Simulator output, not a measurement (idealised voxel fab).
Presented below is a process module, voxel ribs on slabs.
Square cell edge 5 nm, section width 215 nm, ID cut.
Cross-sections here: square-cell grids, written as top-down lists of bands, a band being one or more rows of cells. The entry gives the band's vertical extent as a top height and a bottom height in nm, then its horizontal make-up as materials from left to right, each with a width in nm. "air" stands for empty space; a single material marked "everywhere" fills the band edge to edge. Note: height 0 marks the level under which the wafer is uniformly one material as received. Lowest band unbounded below, written "z 0 and below". Per-row width for "30 to 40": begins at first number (top row of band), ends at second number (bottom row), increment between rows held constant. You'll sometimes find "everything unchanged" written for a step, and that's the way of saying that nowhere in the cross-section did a cell change during that step. Basically, "Closed voids list" tells you about the enclosed voids: empty spaces with no open way to the top, 8 cells or bigger, each written width x height at distance, where distance is from the left edge, all in nm. On a step's line, text after the settings is the simulator commenting on that step. overlay nm: mask right of planned place by this much (step with mask). Neg. = left.
Plan:
step 1: op RECEIVE | material Si
step 2: op DIRECTIONAL_DEP | material SiO2 | thk nm 20
step 3: op DIRECTIONAL_DEP | material polySi | thk nm 25
step 4: op PATTERN | tone cover | mask id RIB | material resist | width nm 30 | thk nm 20 | overlay nm 0
step 5: op DIRECTIONAL_ETCH | etch materials polySi | depth nm 20
step 6: op STRIP | etch materials resist
step 7: op MASKED_ETCH | tone cover | mask id SLAB | width nm 70 | etch materials polySi | depth nm 5 | overlay nm 0
step 8: op FILL_DEP | material SiO2 | thk nm 25
step 9: op CMP | height nm 65
step 10: op DIRECTIONAL_DEP | material W | thk nm 10
step 11: op MASKED_ETCH | tone cover | mask id HEATER | width nm 40 | etch materials W | depth nm 10 | overlay nm 0
step 12: op CONFORMAL_DEP | material SiO2 | thk nm 10
Of two wafers, the first: run according to plan:
Step 1 complete: cross-section of the wafer as received:
> z 0 and below | Si everywhere
> Closed voids list: none
Sectional view: wafer, after step 2:
> z 20 to 0 | SiO2 everywhere
> Note: structure below 0 unchanged.
Sectional view: wafer, after step 3:
> z 45 to 20 | polySi everywhere
> Note: structure below 20 unchanged.
Sectional view: wafer, after step 4:
> z 65 to 45 | air 90, then resist 30, then air 95
> Note: structure below 45 unchanged.
Sectional view: wafer, after step 5:
> z 65 to 45 | air 90, then resist 30, then air 95
> z 45 to 25 | air 90, then polySi 30, then air 95
> Note: structure below 25 unchanged.
Sectional view: wafer, after step 6:
> z 45 to 25 | air 90, then polySi 30, then air 95
> Note: structure below 25 unchanged.
Sectional view: wafer, after step 7:
> z 45 to 25 | air 90, then polySi 30, then air 95
> z 25 to 20 | air 70, then polySi 70, then air 75
> Note: structure below 20 unchanged.
Sectional view: wafer, after step 8:
> z 70 to 45 | SiO2 everywhere
> z 45 to 25 | SiO2 90, then polySi 30, then SiO2 95
> z 25 to 20 | SiO2 70, then polySi 70, then SiO2 75
> Note: structure below 20 unchanged.
Sectional view: wafer, after step 9:
> z 65 to 45 | SiO2 everywhere
> Note: structure below 45 unchanged.
Sectional view: wafer, after step 10:
> z 75 to 65 | W everywhere
> Note: structure below 65 unchanged.
Sectional view: wafer, after step 11:
> z 75 to 65 | air 85, then W 40, then air 90
> Note: structure below 65 unchanged.
Sectional view: wafer, after step 12:
> z 85 to 75 | air 75, then SiO2 60, then air 80
> z 75 to 65 | SiO2 85, then W 40, then SiO2 90
> Note: structure below 65 unchanged.
Second Wafer (Identical Start and Plan, One Processing Error; Matches First Wafer Through Step 10):
Cross-section of the second wafer at the time by which step 11 should have been completed according to the plan:
> z 75 to 65 | air 80, then W 40, then air 95
> Note: structure below 65 unchanged.
Cross-section of the second wafer at the time by which step 12 should have been completed according to the plan:
> z 85 to 75 | air 70, then SiO2 60, then air 85
> z 75 to 65 | SiO2 80, then W 40, then SiO2 95
> Note: structure below 65 unchanged.
Misprocessing identified: note that step 11 departed from the planned setting and was carried out as op MASKED_ETCH | tone cover | mask id HEATER | width nm 40 | etch materials W | depth nm 10 | overlay nm -5
So at the finish, the second wafer's got exactly as many cells of each material as the first, just not in the same spots.
